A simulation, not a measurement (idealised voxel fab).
Herein follows the process module entitled voxel self aligned contacts.
The cross-section shown here is cut; it is 250 nm wide and divided into square cells measuring 5 nm on a side.
Bands, listed from the top down, are how a cross-section gets written in this document; the cross-section itself is a grid of square cells, and a band is one or more rows of them. Basically the band line says how high the top is and how high the bottom is, in nm, and then what's in it from left to right, every material with its width in nm. Empty space shows up as "empty", and if a single material carries "everywhere" it runs the full band edge to edge. Heads up on the height convention: 0 is the point under which the incoming wafer is all one material, and the lowest band has no bottom, it just keeps going down, like "0 nm and below". The expression "30->40" gives the width at the extremes of the band, the first number at its top row of cells and the second at its bottom row, with the width changing by equal amounts from each row to the next in between. You'll sometimes find "stayed the same" written for a step, and that's the way of saying that nowhere in the cross-section did a cell change during that step. "Closed cavities" - sealed voids, min. 8 cells, no opening to top; format: width x height at distance (distance from left edge; nm throughout). Formally, on a step line, whatever follows the settings is a remark that the simulator itself makes on the step. overlay nm: mask right of planned place by this much (step with mask). Neg. = left. What follows is a series of pairs. Each pair shows a cross-section before one process step and the cross-section after it, and the after view is drawn only down to the lowest band that changed. Beneath each pair is the step that lies between the two, with its settings. Pairs may come from different runs of this module on the same starting wafer, so a pair continues from the one above it only where its entry headed "Pre-step section" says so.
Pre-step section:
  70 nm to 55 nm: 95 aC; 55 empty; 100 aC
  55 nm to 45 nm: SiO2 everywhere
  45 nm to 25 nm: 60 SiO2; 50 SiN; 25 SiO2; 50 SiN; 65 SiO2
  25 nm to 20 nm: SiO2 everywhere
  20 nm to 0 nm: polySi everywhere
  0 nm and below: Si everywhere
  Closed cavities: none
Result of Step:
  70 nm to 55 nm: 95 aC; 55 empty; 100 aC
  55 nm to 45 nm: 95 SiO2; 55 empty; 100 SiO2
  45 nm to 25 nm: 60 SiO2; 50 SiN; 25 empty; 50 SiN; 65 SiO2
  25 nm to 20 nm: 110 SiO2; 25 empty; 115 SiO2
  Under 20: no change, same as before.
  Closed cavities: none
Processing between the before and after sections above: op DIRECTIONAL_ETCH | etch materials SiO2 | depth nm 60
Pre-step section: starting point is the after cross-section of the pair just above.
Result of Step:
  55 nm to 45 nm: 95 SiO2; 55 empty; 100 SiO2
  Under 45: no change, same as before.
  Closed cavities: none
Processing between the before and after sections above: op STRIP | etch materials aC
Pre-step section: starting point is the after cross-section of the pair just above.
Result of Step:
  60 nm to 55 nm: 100 TiN; 45 empty; 105 TiN
  55 nm to 45 nm: 95 SiO2; 5->20 TiN; 45->15 empty; 5->20 TiN; 100 SiO2
  45 nm to 25 nm: 60 SiO2; 50 SiN; 5 TiN; 15 empty; 5 TiN; 50 SiN; 65 SiO2
  25 nm to 20 nm: 110 SiO2; 25 TiN; 115 SiO2
  Under 20: no change, same as before.
  Closed cavities: none
Processing between the before and after sections above: op CONFORMAL_DEP | material TiN | thk nm 5
Pre-step section: starting point is the after cross-section of the pair just above.
Result of Step:
  65 nm to 60 nm: W everywhere
  60 nm to 55 nm: 100 TiN; 45 W; 105 TiN
  55 nm to 45 nm: 95 SiO2; 5->20 TiN; 45->15 W; 5->20 TiN; 100 SiO2
  45 nm to 25 nm: 60 SiO2; 50 SiN; 5 TiN; 15 W; 5 TiN; 50 SiN; 65 SiO2
  Under 25: no change, same as before.
  Closed cavities: none
Processing between the before and after sections above: op FILL_DEP | material W | thk nm 5
Pre-step section: starting point is the after cross-section of the pair just above.
Result of Step:
  55 nm to 45 nm: 95 SiO2; 5->20 TiN; 45->15 W; 5->20 TiN; 100 SiO2
  Under 45: no change, same as before.
  Closed cavities: none
Processing between the before and after sections above: op CMP | height nm 55
Pre-step section: starting point is the after cross-section of the pair just above.
Result of Step:
  60 nm to 55 nm: SiCN everywhere
  Under 55: no change, same as before.
  Closed cavities: none
Processing between the before and after sections above: op CONFORMAL_DEP | material SiCN | thk nm 5
Pre-step section:
  60 nm to 45 nm: 70 empty; 30 aC; 45 empty; 30 aC; 75 empty
  45 nm to 25 nm: 70 empty; 30 SiN; 45 empty; 30 SiN; 75 empty
  25 nm to 0 nm: polySi everywhere
  0 nm to -5 nm: SiO2 everywhere
  -5 nm and below: Si everywhere
  Closed cavities: none
Result of Step:
  60 nm to 45 nm: 70 empty; 30 aC; 45 empty; 30 aC; 75 empty
  45 nm to 25 nm: 70 empty; 30 SiN; 45 empty; 30 SiN; 75 empty
  25 nm to 10 nm: 70 empty; 30 polySi; 45 empty; 30 polySi; 75 empty
  Under 10: no change, same as before.
  Closed cavities: none
Processing between the before and after sections above: op DIRECTIONAL_ETCH | etch materials polySi | depth nm 15
Pre-step section: starting point is the after cross-section of the pair just above.
Result of Step:
  45 nm to 25 nm: 70 empty; 30 SiN; 45 empty; 30 SiN; 75 empty
  Under 25: no change, same as before.
  Closed cavities: none
Processing between the before and after sections above: op STRIP | etch materials aC
Pre-step section: starting point is the after cross-section of the pair just above.
Result of Step:
  55 nm to 25 nm: 60 empty; 50 SiN; 25 empty; 50 SiN; 65 empty
  25 nm to 20 nm: 60 empty; 10 SiN; 30 polySi; 10 SiN; 25 empty; 10 SiN; 30 polySi; 10 SiN; 65 empty
  20 nm to 10 nm: 70 SiN; 30 polySi; 45 SiN; 30 polySi; 75 SiN
  Under 10: no change, same as before.
  Closed cavities: none
Processing between the before and after sections above: op CONFORMAL_DEP | material SiN | thk nm 10
Pre-step section: starting point is the after cross-section of the pair just above.
Result of Step:
  45 nm to 25 nm: 60 empty; 50 SiN; 25 empty; 50 SiN; 65 empty
  25 nm to 10 nm: 60 empty; 10 SiN; 30 polySi; 10 SiN; 25 empty; 10 SiN; 30 polySi; 10 SiN; 65 empty
  Under 10: no change, same as before.
  Closed cavities: none
Processing between the before and after sections above: op DIRECTIONAL_ETCH | etch materials SiN | depth nm 10
Pre-step section: starting point is the after cross-section of the pair just above.
Result of Step:
  60 nm to 45 nm: SiO2 everywhere
  45 nm to 25 nm: 60 SiO2; 50 SiN; 25 SiO2; 50 SiN; 65 SiO2
  25 nm to 10 nm: 60 SiO2; 10 SiN; 30 polySi; 10 SiN; 25 SiO2; 10 SiN; 30 polySi; 10 SiN; 65 SiO2
  Under 10: no change, same as before.
  Closed cavities: none
Processing between the before and after sections above: op FILL_DEP | material SiO2 | thk nm 15
Pre-step section: starting point is the after cross-section of the pair just above.
Result of Step:
  55 nm to 45 nm: SiO2 everywhere
  Under 45: no change, same as before.
  Closed cavities: none
Processing between the before and after sections above: op CMP | height nm 55
Pre-step section: starting point is the after cross-section of the pair just above.
Result of Step:
  70 nm to 55 nm: aC everywhere
  Under 55: no change, same as before.
  Closed cavities: none
Processing between the before and after sections above: op DIRECTIONAL_DEP | material aC | thk nm 15
Pre-step section: starting point is the after cross-section of the pair just above.
Result of Step:
  100 nm to 70 nm: 95 resist; 55 empty; 100 resist
  Under 70: no change, same as before.
  Closed cavities: none
Processing between the before and after sections above: op PATTERN | tone open | mask id CONTACT | material resist | width nm 55 | thk nm 30 | overlay nm 0
Pre-step section: starting point is the after cross-section of the pair just above.
Result of Step:
  85 nm to 70 nm: 95 resist; 55 empty; 100 resist
  70 nm to 55 nm: 95 aC; 55 empty; 100 aC
  Under 55: no change, same as before.
  Closed cavities: none
Processing between the before and after sections above: op DIRECTIONAL_ETCH | etch materials aC | depth nm 15
Pre-step section: starting point is the after cross-section of the pair just above.
Result of Step:
  70 nm to 55 nm: 95 aC; 55 empty; 100 aC
  Under 55: no change, same as before.
  Closed cavities: none
Processing between the before and after sections above: op STRIP | etch materials resist
Pre-step section: starting point is the after cross-section of the pair just above.
Result of Step:
  70 nm to 55 nm: 95 aC; 55 empty; 100 aC
  55 nm to 45 nm: 95 SiO2; 55 empty; 100 SiO2
  45 nm to 25 nm: 60 SiO2; 50 SiN; 25 empty; 50 SiN; 65 SiO2
  25 nm to 10 nm: 60 SiO2; 10 SiN; 30 polySi; 10 SiN; 25 empty; 10 SiN; 30 polySi; 10 SiN; 65 SiO2
  Under 10: no change, same as before.
  Closed cavities: none
Processing between the before and after sections above: op DIRECTIONAL_ETCH | etch materials SiO2 | depth nm 60
Pre-step section: starting point is the after cross-section of the pair just above.
Result of Step:
  55 nm to 45 nm: 95 SiO2; 55 empty; 100 SiO2
  Under 45: no change, same as before.
  Closed cavities: none
Processing between the before and after sections above: op STRIP | etch materials aC
Pre-step section: starting point is the after cross-section of the pair just above.
Result of Step:
  60 nm to 55 nm: 100 TiN; 45 empty; 105 TiN
  55 nm to 45 nm: 95 SiO2; 5->20 TiN; 45->15 empty; 5->20 TiN; 100 SiO2
  45 nm to 25 nm: 60 SiO2; 50 SiN; 5 TiN; 15 empty; 5 TiN; 50 SiN; 65 SiO2
  25 nm to 15 nm: 60 SiO2; 10 SiN; 30 polySi; 10 SiN; 5 TiN; 15 empty; 5 TiN; 10 SiN; 30 polySi; 10 SiN; 65 SiO2
  15 nm to 10 nm: 60 SiO2; 10 SiN; 30 polySi; 10 SiN; 25 TiN; 10 SiN; 30 polySi; 10 SiN; 65 SiO2
  Under 10: no change, same as before.
  Closed cavities: none
Processing between the before and after sections above: op CONFORMAL_DEP | material TiN | thk nm 5
Pre-step section: starting point is the after cross-section of the pair just above.
Result of Step:
  65 nm to 60 nm: W everywhere
  60 nm to 55 nm: 100 TiN; 45 W; 105 TiN
  55 nm to 45 nm: 95 SiO2; 5->20 TiN; 45->15 W; 5->20 TiN; 100 SiO2
  45 nm to 25 nm: 60 SiO2; 50 SiN; 5 TiN; 15 W; 5 TiN; 50 SiN; 65 SiO2
  25 nm to 15 nm: 60 SiO2; 10 SiN; 30 polySi; 10 SiN; 5 TiN; 15 W; 5 TiN; 10 SiN; 30 polySi; 10 SiN; 65 SiO2
  Under 15: no change, same as before.
  Closed cavities: none
Processing between the before and after sections above: op FILL_DEP | material W | thk nm 5
Pre-step section: starting point is the after cross-section of the pair just above.
Result of Step:
  55 nm to 45 nm: 95 SiO2; 5->20 TiN; 45->15 W; 5->20 TiN; 100 SiO2
  Under 45: no change, same as before.
  Closed cavities: none
Processing between the before and after sections above: op CMP | height nm 55
Pre-step section: starting point is the after cross-section of the pair just above.
Result of Step:
  60 nm to 55 nm: SiCN everywhere
  Under 55: no change, same as before.
  Closed cavities: none
Processing between the before and after sections above: op CONFORMAL_DEP | material SiCN | thk nm 5
Pre-step section:
  70 nm to 55 nm: aC everywhere
  55 nm to 45 nm: SiO2 everywhere
  45 nm to 25 nm: 60 SiO2; 50 SiN; 25 SiO2; 50 SiN; 65 SiO2
  25 nm to 0 nm: 60 SiO2; 10 SiN; 30 polySi; 10 SiN; 25 SiO2; 10 SiN; 30 polySi; 10 SiN; 65 SiO2
  0 nm to -5 nm: SiO2 everywhere
  -5 nm and below: Si everywhere
  Closed cavities: none
Result of Step:
  100 nm to 70 nm: 100 resist; 45 empty; 105 resist
  Under 70: no change, same as before.
  Closed cavities: none
Processing between the before and after sections above: op PATTERN | tone open | mask id CONTACT | material resist | width nm 45 | thk nm 30 | overlay nm 0
Pre-step section: starting point is the after cross-section of the pair just above.
Result of Step:
  85 nm to 70 nm: 100 resist; 45 empty; 105 resist
  70 nm to 55 nm: 100 aC; 45 empty; 105 aC
  Under 55: no change, same as before.
  Closed cavities: none
Processing between the before and after sections above: op DIRECTIONAL_ETCH | etch materials aC | depth nm 15
Pre-step section: starting point is the after cross-section of the pair just above.
Result of Step:
  70 nm to 55 nm: 100 aC; 45 empty; 105 aC
  Under 55: no change, same as before.
  Closed cavities: none
Processing between the before and after sections above: op STRIP | etch materials resist
Pre-step section: starting point is the after cross-section of the pair just above.
Result of Step:
  70 nm to 55 nm: 100 aC; 45 empty; 105 aC
  55 nm to 45 nm: 100 SiO2; 45 empty; 105 SiO2
  45 nm to 25 nm: 60 SiO2; 50 SiN; 25 empty; 50 SiN; 65 SiO2
  25 nm to 0 nm: 60 SiO2; 10 SiN; 30 polySi; 10 SiN; 25 empty; 10 SiN; 30 polySi; 10 SiN; 65 SiO2
  0 nm to -5 nm: 110 SiO2; 25 empty; 115 SiO2
  Under -5: no change, same as before.
  Closed cavities: none
Processing between the before and after sections above: op DIRECTIONAL_ETCH | etch materials SiO2 | depth nm 60
Pre-step section: starting point is the after cross-section of the pair just above.
Result of Step:
  55 nm to 45 nm: 100 SiO2; 45 empty; 105 SiO2
  Under 45: no change, same as before.
  Closed cavities: none
Processing between the before and after sections above: op STRIP | etch materials aC
Pre-step section: starting point is the after cross-section of the pair just above.
Result of Step:
  60 nm to 55 nm: 105 TiN; 35 empty; 110 TiN
  55 nm to 45 nm: 100 SiO2; 5->15 TiN; 35->15 empty; 5->15 TiN; 105 SiO2
  45 nm to 25 nm: 60 SiO2; 50 SiN; 5 TiN; 15 empty; 5 TiN; 50 SiN; 65 SiO2
  25 nm to 0 nm: 60 SiO2; 10 SiN; 30 polySi; 10 SiN; 5 TiN; 15 empty; 5 TiN; 10 SiN; 30 polySi; 10 SiN; 65 SiO2
  0 nm to -5 nm: 110 SiO2; 25 TiN; 115 SiO2
  Under -5: no change, same as before.
  Closed cavities: none
Processing between the before and after sections above: op CONFORMAL_DEP | material TiN | thk nm 5
Pre-step section: starting point is the after cross-section of the pair just above.
Result of Step:
  65 nm to 60 nm: W everywhere
  60 nm to 55 nm: 105 TiN; 35 W; 110 TiN
  55 nm to 45 nm: 100 SiO2; 5->15 TiN; 35->15 W; 5->15 TiN; 105 SiO2
  45 nm to 25 nm: 60 SiO2; 50 SiN; 5 TiN; 15 W; 5 TiN; 50 SiN; 65 SiO2
  25 nm to 0 nm: 60 SiO2; 10 SiN; 30 polySi; 10 SiN; 5 TiN; 15 W; 5 TiN; 10 SiN; 30 polySi; 10 SiN; 65 SiO2
  Under 0: no change, same as before.
  Closed cavities: none
Processing between the before and after sections above: op FILL_DEP | material W | thk nm 5
Pre-step section: starting point is the after cross-section of the pair just above.
Result of Step:
  55 nm to 45 nm: 100 SiO2; 5->15 TiN; 35->15 W; 5->15 TiN; 105 SiO2
  Under 45: no change, same as before.
  Closed cavities: none
Processing between the before and after sections above: op CMP | height nm 55
Pre-step section: starting point is the after cross-section of the pair just above.
Result of Step:
  60 nm to 55 nm: SiCN everywhere
  Under 55: no change, same as before.
  Closed cavities: none
Processing between the before and after sections above: op CONFORMAL_DEP | material SiCN | thk nm 5
Pre-step section:
  60 nm to 45 nm: aC everywhere
  45 nm to 25 nm: SiN everywhere
  25 nm to 0 nm: polySi everywhere
  0 nm to -5 nm: SiO2 everywhere
  -5 nm and below: Si everywhere
  Closed cavities: none
Result of Step:
  90 nm to 60 nm: 80 empty; 30 resist; 45 empty; 30 resist; 65 empty
  Under 60: no change, same as before.
  Closed cavities: none
Processing between the before and after sections above: op PATTERN | tone cover | mask id GATE | material resist | width nm 30 | pitch nm 75 | thk nm 30 | overlay nm 10
Pre-step section: starting point is the after cross-section of the pair just above.
Result of Step:
  75 nm to 60 nm: 80 empty; 30 resist; 45 empty; 30 resist; 65 empty
  60 nm to 45 nm: 80 empty; 30 aC; 45 empty; 30 aC; 65 empty
  Under 45: no change, same as before.
  Closed cavities: none
Processing between the before and after sections above: op DIRECTIONAL_ETCH | etch materials aC | depth nm 15
Pre-step section: starting point is the after cross-section of the pair just above.
Result of Step:
  60 nm to 45 nm: 80 empty; 30 aC; 45 empty; 30 aC; 65 empty
  Under 45: no change, same as before.
  Closed cavities: none
Processing between the before and after sections above: op STRIP | etch materials resist
Pre-step section: starting point is the after cross-section of the pair just above.
Result of Step:
  60 nm to 45 nm: 80 empty; 30 aC; 45 empty; 30 aC; 65 empty
  45 nm to 25 nm: 80 empty; 30 SiN; 45 empty; 30 SiN; 65 empty
  Under 25: no change, same as before.
  Closed cavities: none
Processing between the before and after sections above: op DIRECTIONAL_ETCH | etch materials SiN | depth nm 20
Pre-step section: starting point is the after cross-section of the pair just above.
Result of Step:
  60 nm to 45 nm: 80 empty; 30 aC; 45 empty; 30 aC; 65 empty
  45 nm to 25 nm: 80 empty; 30 SiN; 45 empty; 30 SiN; 65 empty
  25 nm to 0 nm: 80 empty; 30 polySi; 45 empty; 30 polySi; 65 empty
  Under 0: no change, same as before.
  Closed cavities: none
Processing between the before and after sections above: op DIRECTIONAL_ETCH | etch materials polySi | depth nm 25
Pre-step section: starting point is the after cross-section of the pair just above.
Result of Step:
  45 nm to 25 nm: 80 empty; 30 SiN; 45 empty; 30 SiN; 65 empty
  Under 25: no change, same as before.
  Closed cavities: none
Processing between the before and after sections above: op STRIP | etch materials aC
Pre-step section: starting point is the after cross-section of the pair just above.
Result of Step:
  55 nm to 25 nm: 70 empty; 50 SiN; 25 empty; 50 SiN; 55 empty
  25 nm to 10 nm: 70 empty; 10 SiN; 30 polySi; 10 SiN; 25 empty; 10 SiN; 30 polySi; 10 SiN; 55 empty
  10 nm to 0 nm: 80 SiN; 30 polySi; 45 SiN; 30 polySi; 65 SiN
  Under 0: no change, same as before.
  Closed cavities: none
Processing between the before and after sections above: op CONFORMAL_DEP | material SiN | thk nm 10
Pre-step section: starting point is the after cross-section of the pair just above.
Result of Step:
  45 nm to 25 nm: 70 empty; 50 SiN; 25 empty; 50 SiN; 55 empty
  25 nm to 0 nm: 70 empty; 10 SiN; 30 polySi; 10 SiN; 25 empty; 10 SiN; 30 polySi; 10 SiN; 55 empty
  Under 0: no change, same as before.
  Closed cavities: none
Processing between the before and after sections above: op DIRECTIONAL_ETCH | etch materials SiN | depth nm 10
Pre-step section: starting point is the after cross-section of the pair just above.
Result of Step:
  60 nm to 45 nm: SiO2 everywhere
  45 nm to 25 nm: 70 SiO2; 50 SiN; 25 SiO2; 50 SiN; 55 SiO2
  25 nm to 0 nm: 70 SiO2; 10 SiN; 30 polySi; 10 SiN; 25 SiO2; 10 SiN; 30 polySi; 10 SiN; 55 SiO2
  Under 0: no change, same as before.
  Closed cavities: none
Processing between the before and after sections above: op FILL_DEP | material SiO2 | thk nm 15
Pre-step section: starting point is the after cross-section of the pair just above.
Result of Step:
  55 nm to 45 nm: SiO2 everywhere
  Under 45: no change, same as before.
  Closed cavities: none
Processing between the before and after sections above: op CMP | height nm 55
Pre-step section: starting point is the after cross-section of the pair just above.
Result of Step:
  70 nm to 55 nm: aC everywhere
  Under 55: no change, same as before.
  Closed cavities: none
Processing between the before and after sections above: op DIRECTIONAL_DEP | material aC | thk nm 15
Pre-step section: starting point is the after cross-section of the pair just above.
Result of Step:
  100 nm to 70 nm: 95 resist; 55 empty; 100 resist
  Under 70: no change, same as before.
  Closed cavities: none
Processing between the before and after sections above: op PATTERN | tone open | mask id CONTACT | material resist | width nm 55 | thk nm 30 | overlay nm 0
Pre-step section: starting point is the after cross-section of the pair just above.
Result of Step:
  85 nm to 70 nm: 95 resist; 55 empty; 100 resist
  70 nm to 55 nm: 95 aC; 55 empty; 100 aC
  Under 55: no change, same as before.
  Closed cavities: none
Processing between the before and after sections above: op DIRECTIONAL_ETCH | etch materials aC | depth nm 15
Pre-step section: starting point is the after cross-section of the pair just above.
Result of Step:
  70 nm to 55 nm: 95 aC; 55 empty; 100 aC
  Under 55: no change, same as before.
  Closed cavities: none
Processing between the before and after sections above: op STRIP | etch materials resist
Pre-step section: starting point is the after cross-section of the pair just above.
Result of Step:
  70 nm to 55 nm: 95 aC; 55 empty; 100 aC
  55 nm to 45 nm: 95 SiO2; 55 empty; 100 SiO2
  45 nm to 25 nm: 70 SiO2; 50 SiN; 25 empty; 50 SiN; 55 SiO2
  25 nm to 0 nm: 70 SiO2; 10 SiN; 30 polySi; 10 SiN; 25 empty; 10 SiN; 30 polySi; 10 SiN; 55 SiO2
  0 nm to -5 nm: 120 SiO2; 25 empty; 105 SiO2
  Under -5: no change, same as before.
  Closed cavities: none
Processing between the before and after sections above: op DIRECTIONAL_ETCH | etch materials SiO2 | depth nm 60
Pre-step section: starting point is the after cross-section of the pair just above.
Result of Step:
  55 nm to 45 nm: 95 SiO2; 55 empty; 100 SiO2
  Under 45: no change, same as before.
  Closed cavities: none
Processing between the before and after sections above: op STRIP | etch materials aC
Pre-step section: starting point is the after cross-section of the pair just above.
Result of Step:
  60 nm to 55 nm: 100 TiN; 45 empty; 105 TiN
  55 nm to 45 nm: 95 SiO2; 5->30 TiN; 45->15 empty; 5->10 TiN; 100 SiO2
  45 nm to 25 nm: 70 SiO2; 50 SiN; 5 TiN; 15 empty; 5 TiN; 50 SiN; 55 SiO2
  25 nm to 0 nm: 70 SiO2; 10 SiN; 30 polySi; 10 SiN; 5 TiN; 15 empty; 5 TiN; 10 SiN; 30 polySi; 10 SiN; 55 SiO2
  0 nm to -5 nm: 120 SiO2; 25 TiN; 105 SiO2
  Under -5: no change, same as before.
  Closed cavities: none
Processing between the before and after sections above: op CONFORMAL_DEP | material TiN | thk nm 5
Pre-step section: starting point is the after cross-section of the pair just above.
Result of Step:
  65 nm to 60 nm: W everywhere
  60 nm to 55 nm: 100 TiN; 45 W; 105 TiN
  55 nm to 45 nm: 95 SiO2; 5->30 TiN; 45->15 W; 5->10 TiN; 100 SiO2
  45 nm to 25 nm: 70 SiO2; 50 SiN; 5 TiN; 15 W; 5 TiN; 50 SiN; 55 SiO2
  25 nm to 0 nm: 70 SiO2; 10 SiN; 30 polySi; 10 SiN; 5 TiN; 15 W; 5 TiN; 10 SiN; 30 polySi; 10 SiN; 55 SiO2
  Under 0: no change, same as before.
  Closed cavities: none
Processing between the before and after sections above: op FILL_DEP | material W | thk nm 5
Pre-step section: starting point is the after cross-section of the pair just above.
Result of Step:
  55 nm to 45 nm: 95 SiO2; 5->30 TiN; 45->15 W; 5->10 TiN; 100 SiO2
  Under 45: no change, same as before.
  Closed cavities: none
Processing between the before and after sections above: op CMP | height nm 55
Pre-step section: starting point is the after cross-section of the pair just above.
Result of Step:
  60 nm to 55 nm: SiCN everywhere
  Under 55: no change, same as before.
  Closed cavities: none
Processing between the before and after sections above: op CONFORMAL_DEP | material SiCN | thk nm 5
Pre-step section:
  45 nm to 25 nm: 70 empty; 30 SiN; 45 empty; 30 SiN; 75 empty
  25 nm to 0 nm: 70 empty; 30 polySi; 45 empty; 30 polySi; 75 empty
  0 nm to -5 nm: SiO2 everywhere
  -5 nm and below: Si everywhere
  Closed cavities: none
Result of Step:
  55 nm to 45 nm: 60 empty; 50 W; 25 empty; 50 W; 65 empty
  45 nm to 25 nm: 60 empty; 10 W; 30 SiN; 10 W; 25 empty; 10 W; 30 SiN; 10 W; 65 empty
  25 nm to 10 nm: 60 empty; 10 W; 30 polySi; 10 W; 25 empty; 10 W; 30 polySi; 10 W; 65 empty
  10 nm to 0 nm: 70 W; 30 polySi; 45 W; 30 polySi; 75 W
  Under 0: no change, same as before.
  Closed cavities: none
Processing between the before and after sections above: op CONFORMAL_DEP | material W | thk nm 10
Pre-step section: starting point is the after cross-section of the pair just above.
Result of Step:
  70 nm to 55 nm: SiO2 everywhere
  55 nm to 45 nm: 60 SiO2; 50 W; 25 SiO2; 50 W; 65 SiO2
  45 nm to 25 nm: 60 SiO2; 10 W; 30 SiN; 10 W; 25 SiO2; 10 W; 30 SiN; 10 W; 65 SiO2
  25 nm to 10 nm: 60 SiO2; 10 W; 30 polySi; 10 W; 25 SiO2; 10 W; 30 polySi; 10 W; 65 SiO2
  Under 10: no change, same as before.
  Closed cavities: none
Processing between the before and after sections above: op FILL_DEP | material SiO2 | thk nm 15
Pre-step section: starting point is the after cross-section of the pair just above.
Result of Step:
  55 nm to 45 nm: 60 SiO2; 50 W; 25 SiO2; 50 W; 65 SiO2
  Under 45: no change, same as before.
  Closed cavities: none
Processing between the before and after sections above: op CMP | height nm 55
Pre-step section: starting point is the after cross-section of the pair just above.
Result of Step:
  70 nm to 55 nm: aC everywhere
  Under 55: no change, same as before.
  Closed cavities: none
Processing between the before and after sections above: op DIRECTIONAL_DEP | material aC | thk nm 15
Pre-step section: starting point is the after cross-section of the pair just above.
Result of Step:
  100 nm to 70 nm: 95 resist; 55 empty; 100 resist
  Under 70: no change, same as before.
  Closed cavities: none
Processing between the before and after sections above: op PATTERN | tone open | mask id CONTACT | material resist | width nm 55 | thk nm 30 | overlay nm 0
Pre-step section: starting point is the after cross-section of the pair just above.
Result of Step:
  85 nm to 70 nm: 95 resist; 55 empty; 100 resist
  70 nm to 55 nm: 95 aC; 55 empty; 100 aC
  Under 55: no change, same as before.
  Closed cavities: none
Processing between the before and after sections above: op DIRECTIONAL_ETCH | etch materials aC | depth nm 15
Pre-step section: starting point is the after cross-section of the pair just above.
Result of Step:
  70 nm to 55 nm: 95 aC; 55 empty; 100 aC
  Under 55: no change, same as before.
  Closed cavities: none
Processing between the before and after sections above: op STRIP | etch materials resist
Pre-step section: starting point is the after cross-section of the pair just above.
Result of Step:
  70 nm to 55 nm: 95 aC; 55 empty; 100 aC
  55 nm to 45 nm: 60 SiO2; 50 W; 25 empty; 50 W; 65 SiO2
  45 nm to 25 nm: 60 SiO2; 10 W; 30 SiN; 10 W; 25 empty; 10 W; 30 SiN; 10 W; 65 SiO2
  25 nm to 10 nm: 60 SiO2; 10 W; 30 polySi; 10 W; 25 empty; 10 W; 30 polySi; 10 W; 65 SiO2
  Under 10: no change, same as before.
  Closed cavities: none
Processing between the before and after sections above: op DIRECTIONAL_ETCH | etch materials SiO2 | depth nm 60
Pre-step section: starting point is the after cross-section of the pair just above.
Result of Step:
  55 nm to 45 nm: 60 SiO2; 50 W; 25 empty; 50 W; 65 SiO2
  Under 45: no change, same as before.
  Closed cavities: none
Processing between the before and after sections above: op STRIP | etch materials aC
Pre-step section: starting point is the after cross-section of the pair just above.
Result of Step:
  60 nm to 55 nm: 115 TiN; 15 empty; 120 TiN
  55 nm to 45 nm: 60 SiO2; 50 W; 5 TiN; 15 empty; 5 TiN; 50 W; 65 SiO2
  45 nm to 25 nm: 60 SiO2; 10 W; 30 SiN; 10 W; 5 TiN; 15 empty; 5 TiN; 10 W; 30 SiN; 10 W; 65 SiO2
  25 nm to 15 nm: 60 SiO2; 10 W; 30 polySi; 10 W; 5 TiN; 15 empty; 5 TiN; 10 W; 30 polySi; 10 W; 65 SiO2
  15 nm to 10 nm: 60 SiO2; 10 W; 30 polySi; 10 W; 25 TiN; 10 W; 30 polySi; 10 W; 65 SiO2
  Under 10: no change, same as before.
  Closed cavities: none
Processing between the before and after sections above: op CONFORMAL_DEP | material TiN | thk nm 5
Pre-step section: starting point is the after cross-section of the pair just above.
Result of Step:
  65 nm to 60 nm: W everywhere
  60 nm to 55 nm: 115 TiN; 15 W; 120 TiN
  55 nm to 45 nm: 60 SiO2; 50 W; 5 TiN; 15 W; 5 TiN; 50 W; 65 SiO2
  45 nm to 25 nm: 60 SiO2; 10 W; 30 SiN; 10 W; 5 TiN; 15 W; 5 TiN; 10 W; 30 SiN; 10 W; 65 SiO2
  25 nm to 15 nm: 60 SiO2; 10 W; 30 polySi; 10 W; 5 TiN; 15 W; 5 TiN; 10 W; 30 polySi; 10 W; 65 SiO2
  Under 15: no change, same as before.
  Closed cavities: none
Processing between the before and after sections above: op FILL_DEP | material W | thk nm 5
Pre-step section: starting point is the after cross-section of the pair just above.
Result of Step:
  55 nm to 45 nm: 60 SiO2; 50 W; 5 TiN; 15 W; 5 TiN; 50 W; 65 SiO2
  Under 45: no change, same as before.
  Closed cavities: none
Processing between the before and after sections above: op CMP | height nm 55
Pre-step section: starting point is the after cross-section of the pair just above.
Result of Step:
  60 nm to 55 nm: SiCN everywhere
  Under 55: no change, same as before.
  Closed cavities: none
Processing between the before and after sections above: op CONFORMAL_DEP | material SiCN | thk nm 5
Pre-step section:
  60 nm to 45 nm: aC everywhere
  45 nm to 25 nm: SiN everywhere
  25 nm to 0 nm: polySi everywhere
  0 nm to -5 nm: SiO2 everywhere
  -5 nm and below: Si everywhere
  Closed cavities: none
Result of Step:
  90 nm to 60 nm: 70 resist; 30 empty; 45 resist; 30 empty; 75 resist
  Under 60: no change, same as before.
  Closed cavities: none
Processing between the before and after sections above: op PATTERN | tone open | mask id GATE | material resist | width nm 30 | pitch nm 75 | thk nm 30 | overlay nm 0
Pre-step section: starting point is the after cross-section of the pair just above.
Result of Step:
  75 nm to 60 nm: 70 resist; 30 empty; 45 resist; 30 empty; 75 resist
  60 nm to 45 nm: 70 aC; 30 empty; 45 aC; 30 empty; 75 aC
  Under 45: no change, same as before.
  Closed cavities: none
Processing between the before and after sections above: op DIRECTIONAL_ETCH | etch materials aC | depth nm 15
Pre-step section: starting point is the after cross-section of the pair just above.
Result of Step:
  60 nm to 45 nm: 70 aC; 30 empty; 45 aC; 30 empty; 75 aC
  Under 45: no change, same as before.
  Closed cavities: none
Processing between the before and after sections above: op STRIP | etch materials resist
Pre-step section: starting point is the after cross-section of the pair just above.
Result of Step:
  60 nm to 45 nm: 70 aC; 30 empty; 45 aC; 30 empty; 75 aC
  45 nm to 25 nm: 70 SiN; 30 empty; 45 SiN; 30 empty; 75 SiN
  Under 25: no change, same as before.
  Closed cavities: none
Processing between the before and after sections above: op DIRECTIONAL_ETCH | etch materials SiN | depth nm 20
Pre-step section: starting point is the after cross-section of the pair just above.
Result of Step:
  60 nm to 45 nm: 70 aC; 30 empty; 45 aC; 30 empty; 75 aC
  45 nm to 25 nm: 70 SiN; 30 empty; 45 SiN; 30 empty; 75 SiN
  25 nm to 0 nm: 70 polySi; 30 empty; 45 polySi; 30 empty; 75 polySi
  Under 0: no change, same as before.
  Closed cavities: none
Processing between the before and after sections above: op DIRECTIONAL_ETCH | etch materials polySi | depth nm 25
Pre-step section: starting point is the after cross-section of the pair just above.
Result of Step:
  45 nm to 25 nm: 70 SiN; 30 empty; 45 SiN; 30 empty; 75 SiN
  Under 25: no change, same as before.
  Closed cavities: none
Processing between the before and after sections above: op STRIP | etch materials aC
Pre-step section: starting point is the after cross-section of the pair just above.
Result of Step:
  55 nm to 25 nm: 80 SiN; 10 empty; 65 SiN; 10 empty; 85 SiN
  25 nm to 10 nm: 70 polySi; 10 SiN; 10 empty; 10 SiN; 45 polySi; 10 SiN; 10 empty; 10 SiN; 75 polySi
  10 nm to 0 nm: 70 polySi; 30 SiN; 45 polySi; 30 SiN; 75 polySi
  Under 0: no change, same as before.
  Closed cavities: none
Processing between the before and after sections above: op CONFORMAL_DEP | material SiN | thk nm 10
